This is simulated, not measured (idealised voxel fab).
The document below concerns the process module designated voxel self aligned vias.
The cross-section on display is named cut; it measures 210 nm wide, and its cells are 5 nm squares.
A cross-section in this document is a grid of square cells, and it is written down as bands, the top band listed before the ones below it; a band is made up of one or more rows of cells.
Each band's line starts with the height of the band's top and of its bottom, in nm. Then come its materials from left to right, each with its width in nm. One material with "throughout" fills the band from edge to edge. "air" is empty space.
The reference from which all heights are counted is 0, the level beneath which the as-received wafer is entirely one material; the lowest band, having no lower bound, proceeds downward and is written after the example "0 and below".
A width given as "30 to 40" starts at the first number in the band's top row and ends at the second number in its bottom row, shifting by an equal amount at every step from row to row.
"no modifications" means the step left every cell of the cross-section as it was.
What "Closed void list" gives you is every empty space of 8 cells or more that is cut off from the top. Each appears as width x height at distance, with the distance taken from the left edge and width, height and distance all in nm.
It should be noted that, on the line of a given step, the content following the step's settings is a remark produced by the simulator itself with respect to that step.
overlay nm: where the mask lay relative to plan, measured to the right, on steps with a mask; negatives go left.
**Process steps - plan**
1. RECEIVE [material Si]
2. CONFORMAL_DEP [material SiO2] [thk nm 10]
3. CONFORMAL_DEP [material SiCN] [thk nm 5]
4. DIRECTIONAL_DEP [material lowk] [thk nm 20]
5. PATTERN [tone open] [mask id LINES] [material resist] [width nm 30] [pitch nm 55] [thk nm 15] [overlay nm 0]
6. DIRECTIONAL_ETCH [etch materials lowk] [depth nm 20]
7. STRIP [etch materials resist]
8. CONFORMAL_DEP [material TiN] [thk nm 5]
9. FILL_DEP [material Ru] [thk nm 10]
10. CMP [height nm 35]
11. SELECTIVE_ETCH [etch materials W Ru TiN] [depth nm 5]
12. FILL_DEP [material SiN] [thk nm 5]
13. CMP [height nm 35]
14. DIRECTIONAL_DEP [material lowk] [thk nm 20]
15. MASKED_ETCH [tone open] [mask id VIAS] [width nm 40] [etch materials lowk] [depth nm 20] [overlay nm 0]
16. MASKED_ETCH [tone open] [mask id VIAS] [width nm 40] [etch materials SiN] [depth nm 5] [overlay nm 0]
17. CONFORMAL_DEP [material TiN] [thk nm 5]
18. FILL_DEP [material W] [thk nm 10]
19. CMP [height nm 55]
20. CONFORMAL_DEP [material SiN] [thk nm 5]
**The first wafer of two, processed as planned**
**Cross-sectional view of the wafer in its as-received condition, corresponding to the state after step 1**
    0 and below = Si throughout
    Closed void list: none
**Take a look at the wafer's cross-section after step 2**
    10 down to 0 = SiO2 throughout
    Whatever lies below 0 is exactly as it was before.
**Take a look at the wafer's cross-section after step 3**
    15 down to 10 = SiCN throughout
    Whatever lies below 10 is exactly as it was before.
**Take a look at the wafer's cross-section after step 4**
    35 down to 15 = lowk throughout
    Whatever lies below 15 is exactly as it was before.
**Take a look at the wafer's cross-section after step 5**
    50 down to 35 = resist 60; air 30; resist 25; air 30; resist 65
    Whatever lies below 35 is exactly as it was before.
**Take a look at the wafer's cross-section after step 6**
    50 down to 35 = resist 60; air 30; resist 25; air 30; resist 65
    35 down to 15 = lowk 60; air 30; lowk 25; air 30; lowk 65
    Whatever lies below 15 is exactly as it was before.
**Take a look at the wafer's cross-section after step 7**
    35 down to 15 = lowk 60; air 30; lowk 25; air 30; lowk 65
    Whatever lies below 15 is exactly as it was before.
**Take a look at the wafer's cross-section after step 8**
    40 down to 35 = TiN 65; air 20; TiN 35; air 20; TiN 70
    35 down to 20 = lowk 60; TiN 5; air 20; TiN 5; lowk 25; TiN 5; air 20; TiN 5; lowk 65
    20 down to 15 = lowk 60; TiN 30; lowk 25; TiN 30; lowk 65
    Whatever lies below 15 is exactly as it was before.
**Take a look at the wafer's cross-section after step 9**
    50 down to 40 = Ru throughout
    40 down to 35 = TiN 65; Ru 20; TiN 35; Ru 20; TiN 70
    35 down to 20 = lowk 60; TiN 5; Ru 20; TiN 5; lowk 25; TiN 5; Ru 20; TiN 5; lowk 65
    Whatever lies below 20 is exactly as it was before.
**Take a look at the wafer's cross-section after step 10**
    35 down to 20 = lowk 60; TiN 5; Ru 20; TiN 5; lowk 25; TiN 5; Ru 20; TiN 5; lowk 65
    Whatever lies below 20 is exactly as it was before.
**Take a look at the wafer's cross-section after step 11**
    35 down to 30 = lowk 60; air 30; lowk 25; air 30; lowk 65
    Whatever lies below 30 is exactly as it was before.
**Take a look at the wafer's cross-section after step 12**
    40 down to 35 = SiN throughout
    35 down to 30 = lowk 60; SiN 30; lowk 25; SiN 30; lowk 65
    Whatever lies below 30 is exactly as it was before.
**Take a look at the wafer's cross-section after step 13**
    35 down to 30 = lowk 60; SiN 30; lowk 25; SiN 30; lowk 65
    Whatever lies below 30 is exactly as it was before.
**Take a look at the wafer's cross-section after step 14**
    55 down to 35 = lowk throughout
    Whatever lies below 35 is exactly as it was before.
**Take a look at the wafer's cross-section after step 15**
    55 down to 35 = lowk 55; air 40; lowk 115
    Whatever lies below 35 is exactly as it was before.
**Take a look at the wafer's cross-section after step 16**
    55 down to 35 = lowk 55; air 40; lowk 115
    35 down to 30 = lowk 60; air 30; lowk 25; SiN 30; lowk 65
    Whatever lies below 30 is exactly as it was before.
**Take a look at the wafer's cross-section after step 17**
    60 down to 55 = TiN 60; air 30; TiN 120
    55 down to 40 = lowk 55; TiN 5; air 30; TiN 5; lowk 115
    40 down to 35 = lowk 55; TiN 10; air 20; TiN 10; lowk 115
    35 down to 30 = lowk 60; TiN 30; lowk 25; SiN 30; lowk 65
    Whatever lies below 30 is exactly as it was before.
**Take a look at the wafer's cross-section after step 18**
    70 down to 60 = W throughout
    60 down to 55 = TiN 60; W 30; TiN 120
    55 down to 40 = lowk 55; TiN 5; W 30; TiN 5; lowk 115
    40 down to 35 = lowk 55; TiN 10; W 20; TiN 10; lowk 115
    Whatever lies below 35 is exactly as it was before.
**Take a look at the wafer's cross-section after step 19**
    55 down to 40 = lowk 55; TiN 5; W 30; TiN 5; lowk 115
    Whatever lies below 40 is exactly as it was before.
**Take a look at the wafer's cross-section after step 20**
    60 down to 55 = SiN throughout
    Whatever lies below 55 is exactly as it was before.
**The second wafer: identical to the first at the outset and in its planned sequence, differing only in that one mistake was made during processing; up to and including step 18, its path is the first wafer's path**
Second wafer shown in cross-section at the time step 19 was slated to end: no modifications
**Second wafer shown in cross-section at the time step 20 was slated to end**
    75 down to 70 = SiN throughout
    Whatever lies below 70 is exactly as it was before.
In executing the process, a mistake was made relative to the plan: skipped: plan step 19 (never run)
FYI, end of process, the second wafer has more or fewer cells of some materials than the first: TiN +36 | W +90
